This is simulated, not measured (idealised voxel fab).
Documented hereafter: the process module known as voxel wiring stack.
cross-section cut | 300 nm wide | cells 5 nm
A cross-section is written here as square cells arranged in a grid, and it is given in bands from the top down, each band taking up one or more rows of cells. The band entry comprises the height of the band's top followed by the height of its bottom, expressed in nm, and subsequently the band's materials from left to right, each stated together with its width in nm. Where a single material is marked with the word "all across", that material fills the band from edge to edge. The word "blank" represents empty space. Heights are expressed relative to 0, this being the level below which the as-received wafer comprises one material exclusively. The lowest band is unbounded in the downward direction and is denoted as in "0 and below". So if you see something like "30->40" for the width, read it as the top row of the band sitting at the first number and the bottom row at the second, with every row in between moving by the same amount as the last. Step marked "nothing changed"? Then no cell in the cross-section changed in it. Entry "Fully closed voids". Content: empty spaces with no open connection to the top, size 8 cells or greater. Each: width x height at distance. Distance: from left edge. Unit: nm. Formally, on a step line, whatever follows the settings is a remark that the simulator itself makes on the step. A step's line can hold "overlay nm"; with a mask on that step, the setting says how far right of the planned place the mask lay, while a negative setting says it lay to the left.
Listed below are the process steps as planned
1. RECEIVE with material Si
2. CONFORMAL_DEP with material SiO2, thk nm 15
3. CONFORMAL_DEP with material SiCN, thk nm 5
4. DIRECTIONAL_DEP with material lowk, thk nm 15
5. DIRECTIONAL_DEP with material aC, thk nm 10
6. PATTERN with tone open, mask id METAL_1, material resist, width nm 25, pitch nm 40, thk nm 30, overlay nm 0
7. DIRECTIONAL_ETCH with etch materials aC, depth nm 10
8. STRIP with etch materials resist
9. DIRECTIONAL_ETCH with etch materials lowk, depth nm 15
10. DIRECTIONAL_ETCH with etch materials SiCN, depth nm 5
11. STRIP with etch materials aC
12. CONFORMAL_DEP with material TiN, thk nm 5
13. FILL_DEP with material Ru, thk nm 10
14. CMP with height nm 35
15. EPI with material Ru, thk nm 5
16. FILL_DEP with material SiCN, thk nm 5
17. DIRECTIONAL_DEP with material lowk, thk nm 15
18. DIRECTIONAL_DEP with material aC, thk nm 10
19. PATTERN with tone open, mask id PLUG_1, material resist, width nm 15, pitch nm 40, thk nm 25, overlay nm 0
20. DIRECTIONAL_ETCH with etch materials aC, depth nm 10
21. STRIP with etch materials resist
22. DIRECTIONAL_ETCH with etch materials lowk, depth nm 15
23. DIRECTIONAL_ETCH with etch materials SiCN, depth nm 5
24. STRIP with etch materials aC
25. EPI with material Ru, thk nm 10
26. EPI with material Ru, thk nm 10
27. DIRECTIONAL_DEP with material TiN, thk nm 5
28. DIRECTIONAL_DEP with material W, thk nm 20
29. PATTERN with tone cover, mask id METAL_2, material resist, width nm 25, pitch nm 40, thk nm 15, overlay nm 0
30. DIRECTIONAL_ETCH with etch materials W, depth nm 20
31. DIRECTIONAL_ETCH with etch materials TiN, depth nm 5
32. STRIP with etch materials resist
33. FILL_DEP with material SiO2, thk nm 5
34. CMP with height nm 85
35. CONFORMAL_DEP with material SiCN, thk nm 5
36. DIRECTIONAL_DEP with material SiO2, thk nm 35
37. DIRECTIONAL_DEP with material aC, thk nm 15
38. PATTERN with tone open, mask id METAL_3, material resist, width nm 25, pitch nm 40, thk nm 35, overlay nm 0
39. DIRECTIONAL_ETCH with etch materials aC, depth nm 15
40. STRIP with etch materials resist
41. DIRECTIONAL_ETCH with etch materials SiO2, depth nm 20
42. STRIP with etch materials aC
43. PATTERN with tone open, mask id METAL_3_HOLES, material resist, width nm 15, thk nm 15, overlay nm 0
44. DIRECTIONAL_ETCH with etch materials SiO2, depth nm 15
45. DIRECTIONAL_ETCH with etch materials SiCN, depth nm 5
46. STRIP with etch materials resist
47. CONFORMAL_DEP with material TiN, thk nm 5
48. FILL_DEP with material Ru, thk nm 10
49. CMP with height nm 125
50. CONFORMAL_DEP with material SiCN, thk nm 5
51. DIRECTIONAL_DEP with material lowk, thk nm 25
52. PATTERN with tone open, mask id METAL_4_HOLES, material resist, width nm 15, pitch nm 40, thk nm 20, overlay nm 0
53. DIRECTIONAL_ETCH with etch materials lowk, depth nm 25
54. STRIP with etch materials resist
55. PATTERN with tone open, mask id METAL_4, material resist, width nm 25, pitch nm 40, thk nm 20, overlay nm 0
56. DIRECTIONAL_ETCH with etch materials lowk, depth nm 15
57. DIRECTIONAL_ETCH with etch materials SiCN, depth nm 5
58. STRIP with etch materials resist
59. CONFORMAL_DEP with material TiN, thk nm 5
60. FILL_DEP with material Cu, thk nm 5
61. CMP with height nm 155
62. CONFORMAL_DEP with material SiCN, thk nm 5
Cross-section of the wafer upon arrival, representing the state reached after step 1
    0 and below  Si all across
    Fully closed voids: none
Cross-section, end of module. Start: as above. Plan: as above. Execution: one mistake
    160 down to 155  SiCN all across
    155 down to 145  lowk (115) / TiN (5) / Cu (15) / TiN (5) / lowk (15) / TiN (5) / Cu (15) / TiN (5) / lowk (120)
    145 down to 140  lowk (115) / TiN (5) / Cu (5) / TiN (15) / lowk (15) / TiN (5) / Cu (5) / TiN (15) / lowk (120)
    140 down to 130  lowk (115) / TiN (5) / Cu (5) / TiN (5) / lowk (25) / TiN (5) / Cu (5) / TiN (5) / lowk (130)
    130 down to 125  SiCN (115) / TiN (15) / SiCN (25) / TiN (15) / SiCN (130)
    125 down to 110  SiO2 (115) / TiN (5) / Ru (15) / TiN (5) / SiO2 (15) / TiN (5) / Ru (15) / TiN (5) / SiO2 (120)
    110 down to 105  SiO2 (115) / TiN (5) / Ru (5) / TiN (15) / SiO2 (15) / TiN (25) / SiO2 (120)
    105 down to 90  SiO2 (115) / TiN (5) / Ru (5) / TiN (5) / SiO2 (170)
    90 down to 85  SiCN (115) / TiN (15) / SiCN (170)
    85 down to 65  SiO2 (115) / W (25) / SiO2 (15) / W (25) / SiO2 (120)
    65 down to 60  SiO2 (115) / TiN (25) / SiO2 (15) / TiN (25) / SiO2 (120)
    60 down to 45  SiO2 (90) / Ru (25) / lowk (15) / Ru (25) / lowk (15) / Ru (35) / SiO2 (95)
    45 down to 40  SiO2 (90) / Ru (25) / SiCN (15) / Ru (25) / SiCN (15) / Ru (35) / SiO2 (95)
    40 down to 35  SiCN (110) / Ru (35) / SiCN (5) / Ru (35) / SiCN (115)
    35 down to 20  lowk (115) / TiN (5) / Ru (15) / TiN (5) / lowk (15) / TiN (5) / Ru (15) / TiN (5) / lowk (120)
    20 down to 15  SiCN (115) / TiN (25) / SiCN (15) / TiN (25) / SiCN (120)
    15 down to 0  SiO2 all across
    0 and below  Si all across
    Fully closed voids: none
Want to know what went wrong? off-plan run, step 19, actual operation and settings PATTERN with tone cover, mask id PLUG_1, material resist, width nm 15, pitch nm 40, thk nm 25, overlay nm 0
